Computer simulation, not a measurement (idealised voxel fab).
A process module follows: voxel gate over fins.
The figure presents cross-section cut, which has a width of 145 nm and is divided into square cells with an edge length of 5 nm.
When this document writes out a cross-section, it uses a grid of square cells and lists it as bands, beginning at the top and moving down, with a band standing for one or more rows of cells.
Basically the band line says how high the top is and how high the bottom is, in nm, and then what's in it from left to right, every material with its width in nm. Empty space shows up as "air", and if a single material carries "throughout" it runs the full band edge to edge.
We count height from 0. Below that, the starting wafer is all one material. The lowest band never ends at the bottom but goes on down; see "z 0 and below" for how that is written.
Read "30->40" as a graded width: first number on top, second number at the bottom, same change between each pair of neighbouring rows.
"nothing altered", as given for a step, is the statement that not any cell of the cross-section underwent a change during that step.
Entry "Tabulated closed voids". Content: empty spaces with no open connection to the top, size 8 cells or greater. Each: width x height at distance. Distance: from left edge. Unit: nm.
What comes after the settings on a step's line is commentary from the simulator itself on that step.
A step line may carry the setting "overlay nm", which, for steps involving a mask, states the distance by which the mask lay to the right of its intended position; negative values denote displacement to the left.
Layout of what follows: cross-section pairs, each bracketing one process step, the after cross-section shown only to the lowest band that changed, the step between and its settings noted under each pair. Pairs may originate in different runs of this module on the same starting wafer; a pair continues from the pair above only where its entry headed "Before this step" says so.
## Before this step
z 0 and below: Si throughout
Tabulated closed voids: none
## Post-Step Geometry
z 10 to 0: SiN throughout
No changes below 0.
Tabulated closed voids: none
What was done to get from the before section above to the after section? CONFORMAL_DEP: material SiN, thk nm 10
Before this step: = after-state of the pair above.
## Post-Step Geometry
z 20 to 10: aC throughout
No changes below 10.
Tabulated closed voids: none
What was done to get from the before section above to the after section? DIRECTIONAL_DEP: material aC, thk nm 10
Before this step: = after-state of the pair above.
## Post-Step Geometry
z 50 to 20: 45 nm air, 15 nm resist, 20 nm air, 15 nm resist, 50 nm air
No changes below 20.
Tabulated closed voids: none
What was done to get from the before section above to the after section? PATTERN: tone cover, mask id FINS, material resist, width nm 15, pitch nm 35, thk nm 30, overlay nm 0
Before this step: = after-state of the pair above.
## Post-Step Geometry
z 40 to 20: 45 nm air, 15 nm resist, 20 nm air, 15 nm resist, 50 nm air
z 20 to 10: 45 nm air, 15 nm aC, 20 nm air, 15 nm aC, 50 nm air
No changes below 10.
Tabulated closed voids: none
What was done to get from the before section above to the after section? DIRECTIONAL_ETCH: etch materials aC, depth nm 10
Before this step: = after-state of the pair above.
## Post-Step Geometry
z 20 to 10: 45 nm air, 15 nm aC, 20 nm air, 15 nm aC, 50 nm air
No changes below 10.
Tabulated closed voids: none
What was done to get from the before section above to the after section? STRIP: etch materials resist
Before this step: = after-state of the pair above.
## Post-Step Geometry
z 20 to 10: 45 nm air, 15 nm aC, 20 nm air, 15 nm aC, 50 nm air
z 10 to 0: 45 nm air, 15 nm SiN, 20 nm air, 15 nm SiN, 50 nm air
No changes below 0.
Tabulated closed voids: none
What was done to get from the before section above to the after section? DIRECTIONAL_ETCH: etch materials SiN, depth nm 10
Before this step: = after-state of the pair above.
## Post-Step Geometry
z 20 to 10: 45 nm air, 15 nm aC, 20 nm air, 15 nm aC, 50 nm air
z 10 to 0: 45 nm air, 15 nm SiN, 20 nm air, 15 nm SiN, 50 nm air
z 0 to -40: 45 nm air, 15 nm Si, 20 nm air, 15 nm Si, 50 nm air
No changes below -40.
Tabulated closed voids: none
What was done to get from the before section above to the after section? DIRECTIONAL_ETCH: etch materials Si, depth nm 40
Before this step: = after-state of the pair above.
## Post-Step Geometry
z 10 to 0: 45 nm air, 15 nm SiN, 20 nm air, 15 nm SiN, 50 nm air
No changes below 0.
Tabulated closed voids: none
What was done to get from the before section above to the after section? STRIP: etch materials aC
Before this step: = after-state of the pair above.
## Post-Step Geometry
z 10 to 0: 45 nm air, 15 nm SiN, 20 nm air, 15 nm SiN, 50 nm air
z 0 to -40: 45 nm air, 5 nm SiO2, 5 nm Si, 5 nm SiO2, 20 nm air, 5 nm SiO2, 5 nm Si, 5 nm SiO2, 50 nm air
z -40 to -45: 50 nm SiO2, 5 nm Si, 30 nm SiO2, 5 nm Si, 55 nm SiO2
No changes below -45.
Tabulated closed voids: none
What was done to get from the before section above to the after section? OXIDIZE: depth nm 5
Before this step: = after-state of the pair above.
## Post-Step Geometry
z 15 to 10: SiO2 throughout
z 10 to 0: 45 nm SiO2, 15 nm SiN, 20 nm SiO2, 15 nm SiN, 50 nm SiO2
z 0 to -45: 50 nm SiO2, 5 nm Si, 30 nm SiO2, 5 nm Si, 55 nm SiO2
No changes below -45.
Tabulated closed voids: none
What was done to get from the before section above to the after section? FILL_DEP: material SiO2, thk nm 5
Before this step: = after-state of the pair above.
## Post-Step Geometry
z 10 to 0: 45 nm SiO2, 15 nm SiN, 20 nm SiO2, 15 nm SiN, 50 nm SiO2
No changes below 0.
Tabulated closed voids: none
What was done to get from the before section above to the after section? CMP: height nm 10
Before this step: = after-state of the pair above.
## Post-Step Geometry
z 10 to 0: 45 nm air, 15 nm SiN, 20 nm air, 15 nm SiN, 50 nm air
z 0 to -15: 50 nm air, 5 nm Si, 30 nm air, 5 nm Si, 55 nm air
No changes below -15.
Tabulated closed voids: none
What was done to get from the before section above to the after section? SELECTIVE_ETCH: etch materials SiO2, depth nm 25
Before this step: = after-state of the pair above.
## Post-Step Geometry
z 0 to -15: 50 nm air, 5 nm Si, 30 nm air, 5 nm Si, 55 nm air
No changes below -15.
Tabulated closed voids: none
What was done to get from the before section above to the after section? STRIP: etch materials SiN
Before this step: = after-state of the pair above.
## Post-Step Geometry
z 5 to 0: 45 nm air, 15 nm HfO2, 20 nm air, 15 nm HfO2, 50 nm air
z 0 to -10: 45 nm air, 5 nm HfO2, 5 nm Si, 5 nm HfO2, 20 nm air, 5 nm HfO2, 5 nm Si, 5 nm HfO2, 50 nm air
z -10 to -15: 50 nm HfO2, 5 nm Si, 30 nm HfO2, 5 nm Si, 55 nm HfO2
No changes below -15.
Tabulated closed voids: none
What was done to get from the before section above to the after section? CONFORMAL_DEP: material HfO2, thk nm 5
Before this step: = after-state of the pair above.
## Post-Step Geometry
z 10 to 5: 40 nm air, 25 nm TiN, 10 nm air, 25 nm TiN, 45 nm air
z 5 to 0: 40 nm air, 5 nm TiN, 15 nm HfO2, 5 nm TiN, 10 nm air, 5 nm TiN, 15 nm HfO2, 5 nm TiN, 45 nm air
z 0 to -5: 40 nm air, 5 nm TiN, 5 nm HfO2, 5 nm Si, 5 nm HfO2, 5 nm TiN, 10 nm air, 5 nm TiN, 5 nm HfO2, 5 nm Si, 5 nm HfO2, 5 nm TiN, 45 nm air
z -5 to -10: 45 nm TiN, 5 nm HfO2, 5 nm Si, 5 nm HfO2, 20 nm TiN, 5 nm HfO2, 5 nm Si, 5 nm HfO2, 50 nm TiN
No changes below -10.
Tabulated closed voids: none
What was done to get from the before section above to the after section? CONFORMAL_DEP: material TiN, thk nm 5
Before this step: = after-state of the pair above.
## Post-Step Geometry
z 15 to 10: 35 nm air, 70 nm TiAl, 40 nm air
z 10 to 5: 35 nm air, 5 nm TiAl, 25 nm TiN, 10 nm TiAl, 25 nm TiN, 5 nm TiAl, 40 nm air
z 5 to 0: 35 nm air, 5 nm TiAl, 5 nm TiN, 15 nm HfO2, 5 nm TiN, 10 nm TiAl, 5 nm TiN, 15 nm HfO2, 5 nm TiN, 5 nm TiAl, 40 nm air
z 0 to -5: 40 nm TiAl, 5 nm TiN, 5 nm HfO2, 5 nm Si, 5 nm HfO2, 5 nm TiN, 10 nm TiAl, 5 nm TiN, 5 nm HfO2, 5 nm Si, 5 nm HfO2, 5 nm TiN, 45 nm TiAl
No changes below -5.
Tabulated closed voids: none
What was done to get from the before section above to the after section? CONFORMAL_DEP: material TiAl, thk nm 5
Before this step: = after-state of the pair above.
## Post-Step Geometry
z 20 to 15: 30 nm air, 80 nm TiN, 35 nm air
z 15 to 10: 30 nm air, 5 nm TiN, 70 nm TiAl, 5 nm TiN, 35 nm air
z 10 to 5: 30 nm air, 5 nm TiN, 5 nm TiAl, 25 nm TiN, 10 nm TiAl, 25 nm TiN, 5 nm TiAl, 5 nm TiN, 35 nm air
z 5 to 0: 35 nm TiN, 5 nm TiAl, 5 nm TiN, 15 nm HfO2, 5 nm TiN, 10 nm TiAl, 5 nm TiN, 15 nm HfO2, 5 nm TiN, 5 nm TiAl, 40 nm TiN
No changes below 0.
Tabulated closed voids: none
What was done to get from the before section above to the after section? CONFORMAL_DEP: material TiN, thk nm 5
Before this step: = after-state of the pair above.
## Post-Step Geometry
z 35 to 20: W throughout
z 20 to 15: 30 nm W, 80 nm TiN, 35 nm W
z 15 to 10: 30 nm W, 5 nm TiN, 70 nm TiAl, 5 nm TiN, 35 nm W
z 10 to 5: 30 nm W, 5 nm TiN, 5 nm TiAl, 25 nm TiN, 10 nm TiAl, 25 nm TiN, 5 nm TiAl, 5 nm TiN, 35 nm W
No changes below 5.
Tabulated closed voids: none
What was done to get from the before section above to the after section? FILL_DEP: material W, thk nm 15
Before this step: = after-state of the pair above.
## Post-Step Geometry
z 30 to 20: W throughout
No changes below 20.
Tabulated closed voids: none
What was done to get from the before section above to the after section? CMP: height nm 30
Before this step: = after-state of the pair above.
## Post-Step Geometry
z 35 to 30: SiCN throughout
No changes below 30.
Tabulated closed voids: none
What was done to get from the before section above to the after section? CONFORMAL_DEP: material SiCN, thk nm 5
## Before this step
z 5 to 0: 45 nm air, 15 nm HfO2, 20 nm air, 15 nm HfO2, 50 nm air
z 0 to -10: 45 nm air, 5 nm HfO2, 5 nm Si, 5 nm HfO2, 20 nm air, 5 nm HfO2, 5 nm Si, 5 nm HfO2, 50 nm air
z -10 to -15: 50 nm HfO2, 5 nm Si, 30 nm HfO2, 5 nm Si, 55 nm HfO2
z -15 to -45: 50 nm SiO2, 5 nm Si, 30 nm SiO2, 5 nm Si, 55 nm SiO2
z -45 and below: Si throughout
Tabulated closed voids: none
## Post-Step Geometry
z 10 to 5: 40 nm air, 25 nm TiAl, 10 nm air, 25 nm TiAl, 45 nm air
z 5 to 0: 40 nm air, 5 nm TiAl, 15 nm HfO2, 5 nm TiAl, 10 nm air, 5 nm TiAl, 15 nm HfO2, 5 nm TiAl, 45 nm air
z 0 to -5: 40 nm air, 5 nm TiAl, 5 nm HfO2, 5 nm Si, 5 nm HfO2, 5 nm TiAl, 10 nm air, 5 nm TiAl, 5 nm HfO2, 5 nm Si, 5 nm HfO2, 5 nm TiAl, 45 nm air
z -5 to -10: 45 nm TiAl, 5 nm HfO2, 5 nm Si, 5 nm HfO2, 20 nm TiAl, 5 nm HfO2, 5 nm Si, 5 nm HfO2, 50 nm TiAl
No changes below -10.
Tabulated closed voids: none
What was done to get from the before section above to the after section? CONFORMAL_DEP: material TiAl, thk nm 5
Before this step: = after-state of the pair above.
## Post-Step Geometry
z 15 to 10: 35 nm air, 70 nm TiN, 40 nm air
z 10 to 5: 35 nm air, 5 nm TiN, 25 nm TiAl, 10 nm TiN, 25 nm TiAl, 5 nm TiN, 40 nm air
z 5 to 0: 35 nm air, 5 nm TiN, 5 nm TiAl, 15 nm HfO2, 5 nm TiAl, 10 nm TiN, 5 nm TiAl, 15 nm HfO2, 5 nm TiAl, 5 nm TiN, 40 nm air
z 0 to -5: 40 nm TiN, 5 nm TiAl, 5 nm HfO2, 5 nm Si, 5 nm HfO2, 5 nm TiAl, 10 nm TiN, 5 nm TiAl, 5 nm HfO2, 5 nm Si, 5 nm HfO2, 5 nm TiAl, 45 nm TiN
No changes below -5.
Tabulated closed voids: none
What was done to get from the before section above to the after section? CONFORMAL_DEP: material TiN, thk nm 5
Before this step: = after-state of the pair above.
## Post-Step Geometry
z 30 to 15: W throughout
z 15 to 10: 35 nm W, 70 nm TiN, 40 nm W
z 10 to 5: 35 nm W, 5 nm TiN, 25 nm TiAl, 10 nm TiN, 25 nm TiAl, 5 nm TiN, 40 nm W
z 5 to 0: 35 nm W, 5 nm TiN, 5 nm TiAl, 15 nm HfO2, 5 nm TiAl, 10 nm TiN, 5 nm TiAl, 15 nm HfO2, 5 nm TiAl, 5 nm TiN, 40 nm W
No changes below 0.
Tabulated closed voids: none
What was done to get from the before section above to the after section? FILL_DEP: material W, thk nm 15
Before this step: = after-state of the pair above.
## Post-Step Geometry
z 35 to 30: SiCN throughout
No changes below 30.
Tabulated closed voids: none
What was done to get from the before section above to the after section? CONFORMAL_DEP: material SiCN, thk nm 5
## Before this step
z 10 to 0: 45 nm air, 15 nm SiN, 20 nm air, 15 nm SiN, 50 nm air
z 0 to -15: 50 nm air, 5 nm Si, 30 nm air, 5 nm Si, 55 nm air
z -15 to -45: 50 nm SiO2, 5 nm Si, 30 nm SiO2, 5 nm Si, 55 nm SiO2
z -45 and below: Si throughout
Tabulated closed voids: none
## Post-Step Geometry
z 10 to 0: 45 nm air, 15 nm SiN, 20 nm air, 15 nm SiN, 50 nm air
z 0 to -40: 50 nm air, 5 nm Si, 30 nm air, 5 nm Si, 55 nm air
No changes below -40.
Tabulated closed voids: none
What was done to get from the before section above to the after section? SELECTIVE_ETCH: etch materials SiO2, depth nm 25
Before this step: = after-state of the pair above.
## Post-Step Geometry
z 0 to -40: 50 nm air, 5 nm Si, 30 nm air, 5 nm Si, 55 nm air
No changes below -40.
Tabulated closed voids: none
What was done to get from the before section above to the after section? STRIP: etch materials SiN
Before this step: = after-state of the pair above.
## Post-Step Geometry
z 5 to 0: 45 nm air, 15 nm HfO2, 20 nm air, 15 nm HfO2, 50 nm air
z 0 to -35: 45 nm air, 5 nm HfO2, 5 nm Si, 5 nm HfO2, 20 nm air, 5 nm HfO2, 5 nm Si, 5 nm HfO2, 50 nm air
z -35 to -40: 50 nm HfO2, 5 nm Si, 30 nm HfO2, 5 nm Si, 55 nm HfO2
No changes below -40.
Tabulated closed voids: none
What was done to get from the before section above to the after section? CONFORMAL_DEP: material HfO2, thk nm 5
Before this step: = after-state of the pair above.
## Post-Step Geometry
z 10 to 5: 40 nm air, 25 nm TiN, 10 nm air, 25 nm TiN, 45 nm air
z 5 to 0: 40 nm air, 5 nm TiN, 15 nm HfO2, 5 nm TiN, 10 nm air, 5 nm TiN, 15 nm HfO2, 5 nm TiN, 45 nm air
z 0 to -30: 40 nm air, 5 nm TiN, 5 nm HfO2, 5 nm Si, 5 nm HfO2, 5 nm TiN, 10 nm air, 5 nm TiN, 5 nm HfO2, 5 nm Si, 5 nm HfO2, 5 nm TiN, 45 nm air
z -30 to -35: 45 nm TiN, 5 nm HfO2, 5 nm Si, 5 nm HfO2, 20 nm TiN, 5 nm HfO2, 5 nm Si, 5 nm HfO2, 50 nm TiN
No changes below -35.
Tabulated closed voids: none
What was done to get from the before section above to the after section? CONFORMAL_DEP: material TiN, thk nm 5
Before this step: = after-state of the pair above.
## Post-Step Geometry
z 15 to 10: 35 nm air, 70 nm TiAl, 40 nm air
z 10 to 5: 35 nm air, 5 nm TiAl, 25 nm TiN, 10 nm TiAl, 25 nm TiN, 5 nm TiAl, 40 nm air
z 5 to 0: 35 nm air, 5 nm TiAl, 5 nm TiN, 15 nm HfO2, 5 nm TiN, 10 nm TiAl, 5 nm TiN, 15 nm HfO2, 5 nm TiN, 5 nm TiAl, 40 nm air
z 0 to -25: 35 nm air, 5 nm TiAl, 5 nm TiN, 5 nm HfO2, 5 nm Si, 5 nm HfO2, 5 nm TiN, 10 nm TiAl, 5 nm TiN, 5 nm HfO2, 5 nm Si, 5 nm HfO2, 5 nm TiN, 5 nm TiAl, 40 nm air
z -25 to -30: 40 nm TiAl, 5 nm TiN, 5 nm HfO2, 5 nm Si, 5 nm HfO2, 5 nm TiN, 10 nm TiAl, 5 nm TiN, 5 nm HfO2, 5 nm Si, 5 nm HfO2, 5 nm TiN, 45 nm TiAl
No changes below -30.
Tabulated closed voids: none
What was done to get from the before section above to the after section? CONFORMAL_DEP: material TiAl, thk nm 5
Before this step: = after-state of the pair above.
## Post-Step Geometry
z 20 to 15: 30 nm air, 80 nm TiN, 35 nm air
z 15 to 10: 30 nm air, 5 nm TiN, 70 nm TiAl, 5 nm TiN, 35 nm air
z 10 to 5: 30 nm air, 5 nm TiN, 5 nm TiAl, 25 nm TiN, 10 nm TiAl, 25 nm TiN, 5 nm TiAl, 5 nm TiN, 35 nm air
z 5 to 0: 30 nm air, 5 nm TiN, 5 nm TiAl, 5 nm TiN, 15 nm HfO2, 5 nm TiN, 10 nm TiAl, 5 nm TiN, 15 nm HfO2, 5 nm TiN, 5 nm TiAl, 5 nm TiN, 35 nm air
z 0 to -20: 30 nm air, 5 nm TiN, 5 nm TiAl, 5 nm TiN, 5 nm HfO2, 5 nm Si, 5 nm HfO2, 5 nm TiN, 10 nm TiAl, 5 nm TiN, 5 nm HfO2, 5 nm Si, 5 nm HfO2, 5 nm TiN, 5 nm TiAl, 5 nm TiN, 35 nm air
z -20 to -25: 35 nm TiN, 5 nm TiAl, 5 nm TiN, 5 nm HfO2, 5 nm Si, 5 nm HfO2, 5 nm TiN, 10 nm TiAl, 5 nm TiN, 5 nm HfO2, 5 nm Si, 5 nm HfO2, 5 nm TiN, 5 nm TiAl, 40 nm TiN
No changes below -25.
Tabulated closed voids: none
What was done to get from the before section above to the after section? CONFORMAL_DEP: material TiN, thk nm 5
Before this step: = after-state of the pair above.
## Post-Step Geometry
z 35 to 20: W throughout
z 20 to 15: 30 nm W, 80 nm TiN, 35 nm W
z 15 to 10: 30 nm W, 5 nm TiN, 70 nm TiAl, 5 nm TiN, 35 nm W
z 10 to 5: 30 nm W, 5 nm TiN, 5 nm TiAl, 25 nm TiN, 10 nm TiAl, 25 nm TiN, 5 nm TiAl, 5 nm TiN, 35 nm W
z 5 to 0: 30 nm W, 5 nm TiN, 5 nm TiAl, 5 nm TiN, 15 nm HfO2, 5 nm TiN, 10 nm TiAl, 5 nm TiN, 15 nm HfO2, 5 nm TiN, 5 nm TiAl, 5 nm TiN, 35 nm W
z 0 to -20: 30 nm W, 5 nm TiN, 5 nm TiAl, 5 nm TiN, 5 nm HfO2, 5 nm Si, 5 nm HfO2, 5 nm TiN, 10 nm TiAl, 5 nm TiN, 5 nm HfO2, 5 nm Si, 5 nm HfO2, 5 nm TiN, 5 nm TiAl, 5 nm TiN, 35 nm W
No changes below -20.
Tabulated closed voids: none
What was done to get from the before section above to the after section? FILL_DEP: material W, thk nm 15
Before this step: = after-state of the pair above.
## Post-Step Geometry
z 30 to 20: W throughout
No changes below 20.
Tabulated closed voids: none
What was done to get from the before section above to the after section? CMP: height nm 30
Before this step: = after-state of the pair above.
## Post-Step Geometry
z 35 to 30: SiCN throughout
No changes below 30.
Tabulated closed voids: none
What was done to get from the before section above to the after section? CONFORMAL_DEP: material SiCN, thk nm 5
## Before this step
z 10 to 5: 40 nm air, 25 nm TiN, 10 nm air, 25 nm TiN, 45 nm air
z 5 to 0: 40 nm air, 5 nm TiN, 15 nm HfO2, 5 nm TiN, 10 nm air, 5 nm TiN, 15 nm HfO2, 5 nm TiN, 45 nm air
z 0 to -5: 40 nm air, 5 nm TiN, 5 nm HfO2, 5 nm Si, 5 nm HfO2, 5 nm TiN, 10 nm air, 5 nm TiN, 5 nm HfO2, 5 nm Si, 5 nm HfO2, 5 nm TiN, 45 nm air
z -5 to -10: 45 nm TiN, 5 nm HfO2, 5 nm Si, 5 nm HfO2, 20 nm TiN, 5 nm HfO2, 5 nm Si, 5 nm HfO2, 50 nm TiN
z -10 to -15: 50 nm HfO2, 5 nm Si, 30 nm HfO2, 5 nm Si, 55 nm HfO2
z -15 to -45: 50 nm SiO2, 5 nm Si, 30 nm SiO2, 5 nm Si, 55 nm SiO2
z -45 and below: Si throughout
Tabulated closed voids: none
## Post-Step Geometry
z 15 to 5: 35 nm air, 70 nm TiN, 40 nm air
z 5 to 0: 35 nm air, 10 nm TiN, 15 nm HfO2, 20 nm TiN, 15 nm HfO2, 10 nm TiN, 40 nm air
z 0 to -10: 45 nm TiN, 5 nm HfO2, 5 nm Si, 5 nm HfO2, 20 nm TiN, 5 nm HfO2, 5 nm Si, 5 nm HfO2, 50 nm TiN
No changes below -10.
Tabulated closed voids: none
What was done to get from the before section above to the after section? CONFORMAL_DEP: material TiN, thk nm 5
Before this step: = after-state of the pair above.
## Post-Step Geometry
z 20 to 15: 30 nm air, 80 nm TiAl, 35 nm air
z 15 to 5: 30 nm air, 5 nm TiAl, 70 nm TiN, 5 nm TiAl, 35 nm air
z 5 to 0: 35 nm TiAl, 10 nm TiN, 15 nm HfO2, 20 nm TiN, 15 nm HfO2, 10 nm TiN, 40 nm TiAl
No changes below 0.
Tabulated closed voids: none
What was done to get from the before section above to the after section? CONFORMAL_DEP: material TiAl, thk nm 5
Before this step: = after-state of the pair above.
## Post-Step Geometry
z 35 to 20: W throughout
z 20 to 15: 30 nm W, 80 nm TiAl, 35 nm W
z 15 to 5: 30 nm W, 5 nm TiAl, 70 nm TiN, 5 nm TiAl, 35 nm W
No changes below 5.
Tabulated closed voids: none
What was done to get from the before section above to the after section? FILL_DEP: material W, thk nm 15
Before this step: = after-state of the pair above.
## Post-Step Geometry
z 30 to 20: W throughout
No changes below 20.
Tabulated closed voids: none
What was done to get from the before section above to the after section? CMP: height nm 30
Before this step: = after-state of the pair above.
## Post-Step Geometry
z 35 to 30: SiCN throughout
No changes below 30.
Tabulated closed voids: none
What was done to get from the before section above to the after section? CONFORMAL_DEP: material SiCN, thk nm 5
## Before this step
z 10 to 0: 45 nm SiO2, 15 nm SiN, 20 nm SiO2, 15 nm SiN, 50 nm SiO2
z 0 to -45: 50 nm SiO2, 5 nm Si, 30 nm SiO2, 5 nm Si, 55 nm SiO2
z -45 and below: Si throughout
Tabulated closed voids: none
## Post-Step Geometry
z 10 to 0: 45 nm air, 15 nm SiN, 20 nm air, 15 nm SiN, 50 nm air
z 0 to -5: 50 nm air, 5 nm Si, 30 nm air, 5 nm Si, 55 nm air
No changes below -5.
Tabulated closed voids: none
What was done to get from the before section above to the after section? SELECTIVE_ETCH: etch materials SiO2, depth nm 15
Before this step: = after-state of the pair above.
## Post-Step Geometry
z 0 to -5: 50 nm air, 5 nm Si, 30 nm air, 5 nm Si, 55 nm air
No changes below -5.
Tabulated closed voids: none
What was done to get from the before section above to the after section? STRIP: etch materials SiN
Before this step: = after-state of the pair above.
## Post-Step Geometry
z 5 to 0: 45 nm air, 15 nm HfO2, 20 nm air, 15 nm HfO2, 50 nm air
z 0 to -5: 50 nm HfO2, 5 nm Si, 30 nm HfO2, 5 nm Si, 55 nm HfO2
No changes below -5.
Tabulated closed voids: none
What was done to get from the before section above to the after section? CONFORMAL_DEP: material HfO2, thk nm 5
Before this step: = after-state of the pair above.
## Post-Step Geometry
z 10 to 5: 40 nm air, 25 nm TiN, 10 nm air, 25 nm TiN, 45 nm air
z 5 to 0: 45 nm TiN, 15 nm HfO2, 20 nm TiN, 15 nm HfO2, 50 nm TiN
No changes below 0.
Tabulated closed voids: none
What was done to get from the before section above to the after section? CONFORMAL_DEP: material TiN, thk nm 5
Before this step: = after-state of the pair above.
## Post-Step Geometry
z 15 to 10: 35 nm air, 70 nm TiAl, 40 nm air
z 10 to 5: 40 nm TiAl, 25 nm TiN, 10 nm TiAl, 25 nm TiN, 45 nm TiAl
No changes below 5.
Tabulated closed voids: none
What was done to get from the before section above to the after section? CONFORMAL_DEP: material TiAl, thk nm 5
Before this step: = after-state of the pair above.
## Post-Step Geometry
z 20 to 15: 30 nm air, 80 nm TiN, 35 nm air
z 15 to 10: 35 nm TiN, 70 nm TiAl, 40 nm TiN
No changes below 10.
Tabulated closed voids: none
What was done to get from the before section above to the after section? CONFORMAL_DEP: material TiN, thk nm 5
Before this step: = after-state of the pair above.
## Post-Step Geometry
z 35 to 20: W throughout
z 20 to 15: 30 nm W, 80 nm TiN, 35 nm W
No changes below 15.
Tabulated closed voids: none
What was done to get from the before section above to the after section? FILL_DEP: material W, thk nm 15
Before this step: = after-state of the pair above.
## Post-Step Geometry
z 30 to 20: W throughout
No changes below 20.
Tabulated closed voids: none
What was done to get from the before section above to the after section? CMP: height nm 30
Before this step: = after-state of the pair above.
## Post-Step Geometry
z 35 to 30: SiCN throughout
No changes below 30.
Tabulated closed voids: none
What was done to get from the before section above to the after section? CONFORMAL_DEP: material SiCN, thk nm 5
## Before this step
z 20 to 10: aC throughout
z 10 to 0: SiN throughout
z 0 and below: Si throughout
Tabulated closed voids: none
## Post-Step Geometry
z 50 to 20: 45 nm air, 20 nm resist, 15 nm air, 20 nm resist, 45 nm air
No changes below 20.
Tabulated closed voids: none
What was done to get from the before section above to the after section? PATTERN: tone cover, mask id FINS, material resist, width nm 20, pitch nm 35, thk nm 30, overlay nm 0
Before this step: = after-state of the pair above.
## Post-Step Geometry
z 40 to 20: 45 nm air, 20 nm resist, 15 nm air, 20 nm resist, 45 nm air
z 20 to 10: 45 nm air, 20 nm aC, 15 nm air, 20 nm aC, 45 nm air
No changes below 10.
Tabulated closed voids: none
What was done to get from the before section above to the after section? DIRECTIONAL_ETCH: etch materials aC, depth nm 10
Before this step: = after-state of the pair above.
## Post-Step Geometry
z 20 to 10: 45 nm air, 20 nm aC, 15 nm air, 20 nm aC, 45 nm air
No changes below 10.
Tabulated closed voids: none
What was done to get from the before section above to the after section? STRIP: etch materials resist
Before this step: = after-state of the pair above.
## Post-Step Geometry
z 20 to 10: 45 nm air, 20 nm aC, 15 nm air, 20 nm aC, 45 nm air
z 10 to 0: 45 nm air, 20 nm SiN, 15 nm air, 20 nm SiN, 45 nm air
No changes below 0.
Tabulated closed voids: none
What was done to get from the before section above to the after section? DIRECTIONAL_ETCH: etch materials SiN, depth nm 10
Before this step: = after-state of the pair above.
## Post-Step Geometry
z 20 to 10: 45 nm air, 20 nm aC, 15 nm air, 20 nm aC, 45 nm air
z 10 to 0: 45 nm air, 20 nm SiN, 15 nm air, 20 nm SiN, 45 nm air
z 0 to -40: 45 nm air, 20 nm Si, 15 nm air, 20 nm Si, 45 nm air
No changes below -40.
Tabulated closed voids: none
What was done to get from the before section above to the after section? DIRECTIONAL_ETCH: etch materials Si, depth nm 40
Before this step: = after-state of the pair above.
## Post-Step Geometry
z 10 to 0: 45 nm air, 20 nm SiN, 15 nm air, 20 nm SiN, 45 nm air
No changes below 0.
Tabulated closed voids: none
What was done to get from the before section above to the after section? STRIP: etch materials aC
Before this step: = after-state of the pair above.
## Post-Step Geometry
z 10 to 0: 45 nm air, 20 nm SiN, 15 nm air, 20 nm SiN, 45 nm air
z 0 to -40: 45 nm air, 5 nm SiO2, 10 nm Si, 5 nm SiO2, 15 nm air, 5 nm SiO2, 10 nm Si, 5 nm SiO2, 45 nm air
z -40 to -45: 50 nm SiO2, 10 nm Si, 25 nm SiO2, 10 nm Si, 50 nm SiO2
No changes below -45.
Tabulated closed voids: none
What was done to get from the before section above to the after section? OXIDIZE: depth nm 5
Before this step: = after-state of the pair above.
## Post-Step Geometry
z 15 to 10: SiO2 throughout
z 10 to 0: 45 nm SiO2, 20 nm SiN, 15 nm SiO2, 20 nm SiN, 45 nm SiO2
z 0 to -45: 50 nm SiO2, 10 nm Si, 25 nm SiO2, 10 nm Si, 50 nm SiO2
No changes below -45.
Tabulated closed voids: none
What was done to get from the before section above to the after section? FILL_DEP: material SiO2, thk nm 5
Before this step: = after-state of the pair above.
## Post-Step Geometry
z 10 to 0: 45 nm SiO2, 20 nm SiN, 15 nm SiO2, 20 nm SiN, 45 nm SiO2
No changes below 0.
Tabulated closed voids: none
What was done to get from the before section above to the after section? CMP: height nm 10
Before this step: = after-state of the pair above.
## Post-Step Geometry
z 10 to 0: 45 nm air, 20 nm SiN, 15 nm air, 20 nm SiN, 45 nm air
z 0 to -15: 50 nm air, 10 nm Si, 25 nm air, 10 nm Si, 50 nm air
No changes below -15.
Tabulated closed voids: none
What was done to get from the before section above to the after section? SELECTIVE_ETCH: etch materials SiO2, depth nm 25
Before this step: = after-state of the pair above.
## Post-Step Geometry
z 0 to -15: 50 nm air, 10 nm Si, 25 nm air, 10 nm Si, 50 nm air
No changes below -15.
Tabulated closed voids: none
What was done to get from the before section above to the after section? STRIP: etch materials SiN
Before this step: = after-state of the pair above.
## Post-Step Geometry
z 5 to 0: 45 nm air, 20 nm HfO2, 15 nm air, 20 nm HfO2, 45 nm air
z 0 to -10: 45 nm air, 5 nm HfO2, 10 nm Si, 5 nm HfO2, 15 nm air, 5 nm HfO2, 10 nm Si, 5 nm HfO2, 45 nm air
z -10 to -15: 50 nm HfO2, 10 nm Si, 25 nm HfO2, 10 nm Si, 50 nm HfO2
No changes below -15.
Tabulated closed voids: none
What was done to get from the before section above to the after section? CONFORMAL_DEP: material HfO2, thk nm 5
Before this step: = after-state of the pair above.
## Post-Step Geometry
z 10 to 5: 40 nm air, 30 nm TiN, 5 nm air, 30 nm TiN, 40 nm air
z 5 to 0: 40 nm air, 5 nm TiN, 20 nm HfO2, 5 nm TiN, 5 nm air, 5 nm TiN, 20 nm HfO2, 5 nm TiN, 40 nm air
z 0 to -5: 40 nm air, 5 nm TiN, 5 nm HfO2, 10 nm Si, 5 nm HfO2, 5 nm TiN, 5 nm air, 5 nm TiN, 5 nm HfO2, 10 nm Si, 5 nm HfO2, 5 nm TiN, 40 nm air
z -5 to -10: 45 nm TiN, 5 nm HfO2, 10 nm Si, 5 nm HfO2, 15 nm TiN, 5 nm HfO2, 10 nm Si, 5 nm HfO2, 45 nm TiN
No changes below -10.
Tabulated closed voids: none
What was done to get from the before section above to the after section? CONFORMAL_DEP: material TiN, thk nm 5
Before this step: = after-state of the pair above.
## Post-Step Geometry
z 15 to 10: 35 nm air, 75 nm TiAl, 35 nm air
z 10 to 5: 35 nm air, 5 nm TiAl, 30 nm TiN, 5 nm TiAl, 30 nm TiN, 5 nm TiAl, 35 nm air
z 5 to 0: 35 nm air, 5 nm TiAl, 5 nm TiN, 20 nm HfO2, 5 nm TiN, 5 nm TiAl, 5 nm TiN, 20 nm HfO2, 5 nm TiN, 5 nm TiAl, 35 nm air
z 0 to -5: 40 nm TiAl, 5 nm TiN, 5 nm HfO2, 10 nm Si, 5 nm HfO2, 5 nm TiN, 5 nm TiAl, 5 nm TiN, 5 nm HfO2, 10 nm Si, 5 nm HfO2, 5 nm TiN, 40 nm TiAl
No changes below -5.
Tabulated closed voids: none
What was done to get from the before section above to the after section? CONFORMAL_DEP: material TiAl, thk nm 5
